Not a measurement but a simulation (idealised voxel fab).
process module | voxel plated lines
cross-section cut | 270 nm wide | cells 5 nm
A cross-section is a grid of square cells, given in bands from the top down. A band is one or more rows of cells.
Each band's line starts with the height of the band's top and of its bottom, in nm. Then come its materials from left to right, each with its width in nm. One material with "throughout" fills the band from edge to edge. "air" is empty space.
Height 0 is the level under which the wafer as received is all one material. The lowest band goes on downwards, as in "0 down".
A width such as "30 to 40" changes by the same amount from each row of cells to the next, from the band's top row to its bottom row.
"no change" after a step means that no cell of the cross-section changed.
closed voids: empty space of 8 cells or more with no open way to the top, each as width x height at its distance from the left edge, in nm
after a step's settings: what the simulator itself notes on the step
overlay nm, on a step with a mask: how far to the right of its planned place the mask lay; to the left if negative
plan
1 op RECEIVE | material Si
2 op CONFORMAL_DEP | material SiN | thk nm 5
3 op DIRECTIONAL_DEP | material TiN | thk nm 5
4 op PATTERN | tone open | mask id LINES | material resist | width nm 20 | pitch nm 40 | thk nm 20 | overlay nm 0
5 op EPI | material Ru | thk nm 5
6 op STRIP | etch materials resist
7 op DIRECTIONAL_ETCH | etch materials TiN | depth nm 5
8 op CONFORMAL_DEP | material SiCN | thk nm 5
first wafer, as planned
as received, after step 1
  0 down: Si throughout
  closed voids: none
after step 2
  5 to 0: SiN throughout
  below 0: unchanged
after step 3
  10 to 5: TiN throughout
  below 5: unchanged
after step 4
  30 to 10: resist 105 | air 20 | resist 20 | air 20 | resist 105
  below 10: unchanged
after step 5
  30 to 15: resist 105 | air 20 | resist 20 | air 20 | resist 105
  15 to 10: resist 105 | Ru 20 | resist 20 | Ru 20 | resist 105
  below 10: unchanged
after step 6
  15 to 10: air 105 | Ru 20 | air 20 | Ru 20 | air 105
  below 10: unchanged
after step 7
  15 to 10: air 105 | Ru 20 | air 20 | Ru 20 | air 105
  10 to 5: air 105 | TiN 20 | air 20 | TiN 20 | air 105
  below 5: unchanged
after step 8
  20 to 15: air 100 | SiCN 30 | air 10 | SiCN 30 | air 100
  15 to 10: air 100 | SiCN 5 | Ru 20 | SiCN 5 | air 10 | SiCN 5 | Ru 20 | SiCN 5 | air 100
  10 to 5: SiCN 105 | TiN 20 | SiCN 20 | TiN 20 | SiCN 105
  below 5: unchanged
second wafer: like start, like plan, one mistake. Through step 3 it matches the first wafer
when step 4 should have ended
  30 to 10: air 105 | resist 20 | air 20 | resist 20 | air 105
  below 10: unchanged
when step 5 should have ended
  30 to 15: air 105 | resist 20 | air 20 | resist 20 | air 105
  15 to 10: Ru 105 | resist 20 | Ru 20 | resist 20 | Ru 105
  below 10: unchanged
when step 6 should have ended
  15 to 10: Ru 105 | air 20 | Ru 20 | air 20 | Ru 105
  below 10: unchanged
when step 7 should have ended
  15 to 10: Ru 105 | air 20 | Ru 20 | air 20 | Ru 105
  10 to 5: TiN 105 | air 20 | TiN 20 | air 20 | TiN 105
  below 5: unchanged
when step 8 should have ended
  20 to 15: SiCN 110 | air 10 | SiCN 30 | air 10 | SiCN 110
  15 to 10: Ru 105 | SiCN 5 | air 10 | SiCN 5 | Ru 20 | SiCN 5 | air 10 | SiCN 5 | Ru 105
  10 to 5: TiN 105 | SiCN 20 | TiN 20 | SiCN 20 | TiN 105
  below 5: unchanged
what went wrong: step 4 ran as: op PATTERN | tone cover | mask id LINES | material resist | width nm 20 | pitch nm 40 | thk nm 20 | overlay nm 0
at the end the second wafer has, in cells: 38 more of Ru | 38 more of TiN
